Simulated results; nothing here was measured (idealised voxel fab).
You're looking at the process module voxel self aligned vias.
Cross-sectional view cut (width: 215 nm; square cell size: 5 nm).
If you're reading a cross-section in this doc, picture square cells in a grid; it comes to you as bands, top ones listed first down to the bottom, and a band can be one or more rows of cells.
Basically the band line says how high the top is and how high the bottom is, in nm, and then what's in it from left to right, every material with its width in nm. Empty space shows up as "blank", and if a single material carries "throughout" it runs the full band edge to edge.
Height datum 0, below which the as-received substrate wafer is one material. Lowest band open at the bottom, running downward: "0 -> down".
Width: "30..40" (first number = top row, second number = bottom row, same change from row to row of cells).
Given "no change" for a step, no cell of the cross-section differs between before and after that step.
Voids not open to the top, 8 cells minimum: see "Closed internal cavities". Written width x height at distance; distance is from the left edge; nm.
On each step's line, the part that comes after the settings is the simulator's own comment on the step.
overlay nm: mask right of planned place by this much (step with mask). Neg. = left.

-- Process steps (planned)
1: RECEIVE (material Si)
2: CONFORMAL_DEP (material SiO2; thk nm 10)
3: CONFORMAL_DEP (material SiCN; thk nm 5)
4: DIRECTIONAL_DEP (material lowk; thk nm 30)
5: MASKED_ETCH (tone open; mask id LINES; width nm 25; pitch nm 50; etch materials lowk; depth nm 30; overlay nm -15)
6: CONFORMAL_DEP (material TiN; thk nm 5)
7: FILL_DEP (material Ru; thk nm 5)
8: CMP (height nm 45)
9: SELECTIVE_ETCH (etch materials W Ru TiN; depth nm 5)
10: FILL_DEP (material SiN; thk nm 10)
11: CMP (height nm 45)
12: DIRECTIONAL_DEP (material lowk; thk nm 15)
13: PATTERN (tone open; mask id VIAS; material resist; width nm 35; thk nm 15; overlay nm 0)
14: DIRECTIONAL_ETCH (etch materials lowk; depth nm 15)
15: DIRECTIONAL_ETCH (etch materials SiN; depth nm 5)
16: STRIP (etch materials resist)
17: CONFORMAL_DEP (material TiN; thk nm 5)
18: FILL_DEP (material Cu; thk nm 10)
19: CMP (height nm 60)
20: CONFORMAL_DEP (material SiCN; thk nm 5)
Same starting wafers, different overlay nm at step 5. Plan value belongs to the first wafer.

-- Cross-section of the first of several wafers as received (after step 1)
* 0 -> down | Si throughout
* Closed internal cavities: none

-- Per wafer, end of module: cells gained (+) or lost (-) per material since receipt, then closed voids
overlay nm -15, +11 Cu, +24 Ru, +86 SiCN, +7 SiN, +86 SiO2, +39 TiN, +306 lowk, Closed internal cavities: none
overlay nm -10, +12 Cu, +24 Ru, +86 SiCN, +6 SiN, +86 SiO2, +39 TiN, +306 lowk, Closed internal cavities: none
overlay nm -5, +13 Cu, +24 Ru, +86 SiCN, +5 SiN, +86 SiO2, +39 TiN, +306 lowk, Closed internal cavities: none
overlay nm 0, +13 Cu, +24 Ru, +86 SiCN, +5 SiN, +86 SiO2, +39 TiN, +306 lowk, Closed internal cavities: none
overlay nm 5, +13 Cu, +24 Ru, +86 SiCN, +5 SiN, +86 SiO2, +39 TiN, +306 lowk, Closed internal cavities: none
overlay nm 10, +12 Cu, +24 Ru, +86 SiCN, +6 SiN, +86 SiO2, +39 TiN, +306 lowk, Closed internal cavities: none
overlay nm 15, +11 Cu, +24 Ru, +86 SiCN, +7 SiN, +86 SiO2, +39 TiN, +306 lowk, Closed internal cavities: none
